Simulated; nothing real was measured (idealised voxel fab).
The following process module bears the name voxel trench capacitor.
Square cells of 5 nm make up the cross-section cut, whose width is 295 nm.
Cross-section format: a grid of square cells, given as bands from top to bottom; each band is one or more rows of cells.
Per band: top height and bottom height in nm, followed by the left-to-right materials and their widths in nm; "throughout" marks a single material spanning edge to edge, "blank" marks empty space.
It should be noted that heights are counted from 0, beneath which the wafer as supplied is of one material throughout, and that the lowest band possesses no lower boundary but continues downward, as written in "from 0 down".
When a width is written as two numbers, as in "30 to 40", the first number is the width in the top row of cells of the band and the second is the width in its bottom row, and the width changes by the same amount from each row to the next.
Step marked "changes: none"? Then no cell in the cross-section changed in it.
The label "Enclosed voids" introduces a list of the empty spaces, 8 cells or larger, that have no open way up to the top; each entry in it reads width x height at distance, where the distance is taken from the left edge and all three are stated in nm.
Where a step's line continues beyond its settings, the continuation is a remark by the simulator itself on that step.
For masked steps, "overlay nm" on the step line gives how far right of plan the mask actually lay; a minus sign means it lay to the left.

[The planned process steps are enumerated hereunder]
| 1 | RECEIVE [material Si] |
| 2 | CONFORMAL_DEP [material SiN] [thk nm 5] |
| 3 | DIRECTIONAL_DEP [material aC] [thk nm 10] |
| 4 | PATTERN [tone open] [mask id TRENCH] [material resist] [width nm 20] [pitch nm 50] [thk nm 30] [overlay nm 0] |
| 5 | DIRECTIONAL_ETCH [etch materials aC] [depth nm 10] |
| 6 | STRIP [etch materials resist] |
| 7 | DIRECTIONAL_ETCH [etch materials SiN] [depth nm 5] |
| 8 | DIRECTIONAL_ETCH [etch materials Si] [depth nm 35] |
| 9 | STRIP [etch materials aC] |
| 10 | CONFORMAL_DEP [material SiO2] [thk nm 5] |
| 11 | FILL_DEP [material polySi] [thk nm 10] |
| 12 | CMP [height nm 5] |

[First wafer of two (run as planned)]

[Incoming wafer in cross-section (state: after step 1)]
    from 0 down  Si throughout
    Enclosed voids: none

[Cross-sectional representation of the wafer at the conclusion of step 2]
    from 5 to 0  SiN throughout
    Rest of section, below 0: as before.

[Cross-sectional representation of the wafer at the conclusion of step 3]
    from 15 to 5  aC throughout
    Rest of section, below 5: as before.

[Cross-sectional representation of the wafer at the conclusion of step 4]
    from 45 to 15  resist 60 nm  blank 20 nm  resist 30 nm  blank 20 nm  resist 30 nm  blank 20 nm  resist 30 nm  blank 20 nm  resist 65 nm
    Rest of section, below 15: as before.

[Cross-sectional representation of the wafer at the conclusion of step 5]
    from 35 to 15  resist 60 nm  blank 20 nm  resist 30 nm  blank 20 nm  resist 30 nm  blank 20 nm  resist 30 nm  blank 20 nm  resist 65 nm
    from 15 to 5  aC 60 nm  blank 20 nm  aC 30 nm  blank 20 nm  aC 30 nm  blank 20 nm  aC 30 nm  blank 20 nm  aC 65 nm
    Rest of section, below 5: as before.

[Cross-sectional representation of the wafer at the conclusion of step 6]
    from 15 to 5  aC 60 nm  blank 20 nm  aC 30 nm  blank 20 nm  aC 30 nm  blank 20 nm  aC 30 nm  blank 20 nm  aC 65 nm
    Rest of section, below 5: as before.

[Cross-sectional representation of the wafer at the conclusion of step 7]
    from 15 to 5  aC 60 nm  blank 20 nm  aC 30 nm  blank 20 nm  aC 30 nm  blank 20 nm  aC 30 nm  blank 20 nm  aC 65 nm
    from 5 to 0  SiN 60 nm  blank 20 nm  SiN 30 nm  blank 20 nm  SiN 30 nm  blank 20 nm  SiN 30 nm  blank 20 nm  SiN 65 nm
    Rest of section, below 0: as before.

[Cross-sectional representation of the wafer at the conclusion of step 8]
    from 15 to 5  aC 60 nm  blank 20 nm  aC 30 nm  blank 20 nm  aC 30 nm  blank 20 nm  aC 30 nm  blank 20 nm  aC 65 nm
    from 5 to 0  SiN 60 nm  blank 20 nm  SiN 30 nm  blank 20 nm  SiN 30 nm  blank 20 nm  SiN 30 nm  blank 20 nm  SiN 65 nm
    from 0 to -35  Si 60 nm  blank 20 nm  Si 30 nm  blank 20 nm  Si 30 nm  blank 20 nm  Si 30 nm  blank 20 nm  Si 65 nm
    Rest of section, below -35: as before.

[Cross-sectional representation of the wafer at the conclusion of step 9]
    from 5 to 0  SiN 60 nm  blank 20 nm  SiN 30 nm  blank 20 nm  SiN 30 nm  blank 20 nm  SiN 30 nm  blank 20 nm  SiN 65 nm
    Rest of section, below 0: as before.

[Cross-sectional representation of the wafer at the conclusion of step 10]
    from 10 to 5  SiO2 65 nm  blank 10 nm  SiO2 40 nm  blank 10 nm  SiO2 40 nm  blank 10 nm  SiO2 40 nm  blank 10 nm  SiO2 70 nm
    from 5 to 0  SiN 60 nm  SiO2 5 nm  blank 10 nm  SiO2 5 nm  SiN 30 nm  SiO2 5 nm  blank 10 nm  SiO2 5 nm  SiN 30 nm  SiO2 5 nm  blank 10 nm  SiO2 5 nm  SiN 30 nm  SiO2 5 nm  blank 10 nm  SiO2 5 nm  SiN 65 nm
    from 0 to -30  Si 60 nm  SiO2 5 nm  blank 10 nm  SiO2 5 nm  Si 30 nm  SiO2 5 nm  blank 10 nm  SiO2 5 nm  Si 30 nm  SiO2 5 nm  blank 10 nm  SiO2 5 nm  Si 30 nm  SiO2 5 nm  blank 10 nm  SiO2 5 nm  Si 65 nm
    from -30 to -35  Si 60 nm  SiO2 20 nm  Si 30 nm  SiO2 20 nm  Si 30 nm  SiO2 20 nm  Si 30 nm  SiO2 20 nm  Si 65 nm
    Rest of section, below -35: as before.

[Cross-sectional representation of the wafer at the conclusion of step 11]
    from 20 to 10  polySi throughout
    from 10 to 5  SiO2 65 nm  polySi 10 nm  SiO2 40 nm  polySi 10 nm  SiO2 40 nm  polySi 10 nm  SiO2 40 nm  polySi 10 nm  SiO2 70 nm
    from 5 to 0  SiN 60 nm  SiO2 5 nm  polySi 10 nm  SiO2 5 nm  SiN 30 nm  SiO2 5 nm  polySi 10 nm  SiO2 5 nm  SiN 30 nm  SiO2 5 nm  polySi 10 nm  SiO2 5 nm  SiN 30 nm  SiO2 5 nm  polySi 10 nm  SiO2 5 nm  SiN 65 nm
    from 0 to -30  Si 60 nm  SiO2 5 nm  polySi 10 nm  SiO2 5 nm  Si 30 nm  SiO2 5 nm  polySi 10 nm  SiO2 5 nm  Si 30 nm  SiO2 5 nm  polySi 10 nm  SiO2 5 nm  Si 30 nm  SiO2 5 nm  polySi 10 nm  SiO2 5 nm  Si 65 nm
    Rest of section, below -30: as before.

[Cross-sectional representation of the wafer at the conclusion of step 12]
    from 5 to 0  SiN 60 nm  SiO2 5 nm  polySi 10 nm  SiO2 5 nm  SiN 30 nm  SiO2 5 nm  polySi 10 nm  SiO2 5 nm  SiN 30 nm  SiO2 5 nm  polySi 10 nm  SiO2 5 nm  SiN 30 nm  SiO2 5 nm  polySi 10 nm  SiO2 5 nm  SiN 65 nm
    Rest of section, below 0: as before.

[Notes, second wafer: start = first wafer's, plan = first wafer's, execution had one mistake; history identical to first through step 3]

[What the second wafer looks like in cross-section when step 4 should have wrapped up]
    from 45 to 15  blank 60 nm  resist 20 nm  blank 30 nm  resist 20 nm  blank 30 nm  resist 20 nm  blank 30 nm  resist 20 nm  blank 65 nm
    Rest of section, below 15: as before.

[What the second wafer looks like in cross-section when step 5 should have wrapped up]
    from 35 to 15  blank 60 nm  resist 20 nm  blank 30 nm  resist 20 nm  blank 30 nm  resist 20 nm  blank 30 nm  resist 20 nm  blank 65 nm
    from 15 to 5  blank 60 nm  aC 20 nm  blank 30 nm  aC 20 nm  blank 30 nm  aC 20 nm  blank 30 nm  aC 20 nm  blank 65 nm
    Rest of section, below 5: as before.

[What the second wafer looks like in cross-section when step 6 should have wrapped up]
    from 15 to 5  blank 60 nm  aC 20 nm  blank 30 nm  aC 20 nm  blank 30 nm  aC 20 nm  blank 30 nm  aC 20 nm  blank 65 nm
    Rest of section, below 5: as before.

[What the second wafer looks like in cross-section when step 7 should have wrapped up]
    from 15 to 5  blank 60 nm  aC 20 nm  blank 30 nm  aC 20 nm  blank 30 nm  aC 20 nm  blank 30 nm  aC 20 nm  blank 65 nm
    from 5 to 0  blank 60 nm  SiN 20 nm  blank 30 nm  SiN 20 nm  blank 30 nm  SiN 20 nm  blank 30 nm  SiN 20 nm  blank 65 nm
    Rest of section, below 0: as before.

[What the second wafer looks like in cross-section when step 8 should have wrapped up]
    from 15 to 5  blank 60 nm  aC 20 nm  blank 30 nm  aC 20 nm  blank 30 nm  aC 20 nm  blank 30 nm  aC 20 nm  blank 65 nm
    from 5 to 0  blank 60 nm  SiN 20 nm  blank 30 nm  SiN 20 nm  blank 30 nm  SiN 20 nm  blank 30 nm  SiN 20 nm  blank 65 nm
    from 0 to -35  blank 60 nm  Si 20 nm  blank 30 nm  Si 20 nm  blank 30 nm  Si 20 nm  blank 30 nm  Si 20 nm  blank 65 nm
    Rest of section, below -35: as before.

[What the second wafer looks like in cross-section when step 9 should have wrapped up]
    from 5 to 0  blank 60 nm  SiN 20 nm  blank 30 nm  SiN 20 nm  blank 30 nm  SiN 20 nm  blank 30 nm  SiN 20 nm  blank 65 nm
    Rest of section, below 0: as before.

[What the second wafer looks like in cross-section when step 10 should have wrapped up]
    from 10 to 5  blank 55 nm  SiO2 30 nm  blank 20 nm  SiO2 30 nm  blank 20 nm  SiO2 30 nm  blank 20 nm  SiO2 30 nm  blank 60 nm
    from 5 to 0  blank 55 nm  SiO2 5 nm  SiN 20 nm  SiO2 5 nm  blank 20 nm  SiO2 5 nm  SiN 20 nm  SiO2 5 nm  blank 20 nm  SiO2 5 nm  SiN 20 nm  SiO2 5 nm  blank 20 nm  SiO2 5 nm  SiN 20 nm  SiO2 5 nm  blank 60 nm
    from 0 to -30  blank 55 nm  SiO2 5 nm  Si 20 nm  SiO2 5 nm  blank 20 nm  SiO2 5 nm  Si 20 nm  SiO2 5 nm  blank 20 nm  SiO2 5 nm  Si 20 nm  SiO2 5 nm  blank 20 nm  SiO2 5 nm  Si 20 nm  SiO2 5 nm  blank 60 nm
    from -30 to -35  SiO2 60 nm  Si 20 nm  SiO2 30 nm  Si 20 nm  SiO2 30 nm  Si 20 nm  SiO2 30 nm  Si 20 nm  SiO2 65 nm
    Rest of section, below -35: as before.

[What the second wafer looks like in cross-section when step 11 should have wrapped up]
    from 20 to 10  polySi throughout
    from 10 to 5  polySi 55 nm  SiO2 30 nm  polySi 20 nm  SiO2 30 nm  polySi 20 nm  SiO2 30 nm  polySi 20 nm  SiO2 30 nm  polySi 60 nm
    from 5 to 0  polySi 55 nm  SiO2 5 nm  SiN 20 nm  SiO2 5 nm  polySi 20 nm  SiO2 5 nm  SiN 20 nm  SiO2 5 nm  polySi 20 nm  SiO2 5 nm  SiN 20 nm  SiO2 5 nm  polySi 20 nm  SiO2 5 nm  SiN 20 nm  SiO2 5 nm  polySi 60 nm
    from 0 to -30  polySi 55 nm  SiO2 5 nm  Si 20 nm  SiO2 5 nm  polySi 20 nm  SiO2 5 nm  Si 20 nm  SiO2 5 nm  polySi 20 nm  SiO2 5 nm  Si 20 nm  SiO2 5 nm  polySi 20 nm  SiO2 5 nm  Si 20 nm  SiO2 5 nm  polySi 60 nm
    Rest of section, below -30: as before.

[What the second wafer looks like in cross-section when step 12 should have wrapped up]
    from 5 to 0  polySi 55 nm  SiO2 5 nm  SiN 20 nm  SiO2 5 nm  polySi 20 nm  SiO2 5 nm  SiN 20 nm  SiO2 5 nm  polySi 20 nm  SiO2 5 nm  SiN 20 nm  SiO2 5 nm  polySi 20 nm  SiO2 5 nm  SiN 20 nm  SiO2 5 nm  polySi 60 nm
    Rest of section, below 0: as before.
Processing error: contrary to plan, step 4 was performed as PATTERN [tone cover] [mask id TRENCH] [material resist] [width nm 20] [pitch nm 50] [thk nm 30] [overlay nm 0]
Per the end-of-run cell counts, the second wafer holds more or fewer of some materials than the first: Si -189, SiN -27, SiO2 +27, polySi +189
